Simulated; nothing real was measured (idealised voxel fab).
process module | voxel self aligned vias
cross-section cut | 280 nm wide | cells 5 nm
A cross-section is a grid of square cells, given in bands from the top down. A band is one or more rows of cells.
Each band's line starts with the height of the band's top and of its bottom, in nm. Then come its materials from left to right, each with its width in nm. One material with "throughout" fills the band from edge to edge. "air" is empty space.
Height 0 is the level under which the wafer as received is all one material. The lowest band goes on downwards, as in "0 down".
A width such as "30 to 40" changes by the same amount from each row of cells to the next, from the band's top row to its bottom row.
"no change" after a step means that no cell of the cross-section changed.
closed voids: empty space of 8 cells or more with no open way to the top, each as width x height at its distance from the left edge, in nm
after a step's settings: what the simulator itself notes on the step
overlay nm, on a step with a mask: how far to the right of its planned place the mask lay; to the left if negative
plan
1 op RECEIVE | material Si
2 op CONFORMAL_DEP | material SiO2 | thk nm 10
3 op CONFORMAL_DEP | material SiCN | thk nm 5
4 op DIRECTIONAL_DEP | material SiO2 | thk nm 30
5 op MASKED_ETCH | tone open | mask id LINES | width nm 30 | pitch nm 70 | etch materials SiO2 | depth nm 30 | overlay nm 0
6 op CONFORMAL_DEP | material TiN | thk nm 5
7 op FILL_DEP | material Ru | thk nm 10
8 op CMP | height nm 45
9 op SELECTIVE_ETCH | etch materials W Ru TiN | depth nm 5
10 op FILL_DEP | material SiN | thk nm 5
11 op CMP | height nm 45
12 op DIRECTIONAL_DEP | material SiO2 | thk nm 20
13 op MASKED_ETCH | tone open | mask id VIAS | width nm 50 | etch materials SiO2 | depth nm 20 | overlay nm 0
14 op MASKED_ETCH | tone open | mask id VIAS | width nm 50 | etch materials SiN | depth nm 5 | overlay nm 0
15 op CONFORMAL_DEP | material TiN | thk nm 5
16 op FILL_DEP | material W | thk nm 10
17 op CMP | height nm 65
18 op CONFORMAL_DEP | material SiCN | thk nm 5
as received, after step 1
  0 down: Si throughout
  closed voids: none
a wafer at the end: this start, this plan, one mistake
  85 to 80: SiCN throughout
  80 to 70: W throughout
  70 to 65: TiN 85 | W 40 | TiN 155
  65 to 50: SiO2 80 | TiN 5 | W 40 | TiN 5 | SiO2 150
  50 to 45: SiO2 80 | TiN 15 | W 20 | TiN 15 | SiO2 150
  45 to 40: SiO2 90 | TiN 30 | SiO2 40 | SiN 30 | SiO2 90
  40 to 20: SiO2 90 | TiN 5 | Ru 20 | TiN 5 | SiO2 40 | TiN 5 | Ru 20 | TiN 5 | SiO2 90
  20 to 15: SiO2 90 | TiN 30 | SiO2 40 | TiN 30 | SiO2 90
  15 to 10: SiCN throughout
  10 to 0: SiO2 throughout
  0 down: Si throughout
  closed voids: none
what went wrong: step 17 was left out
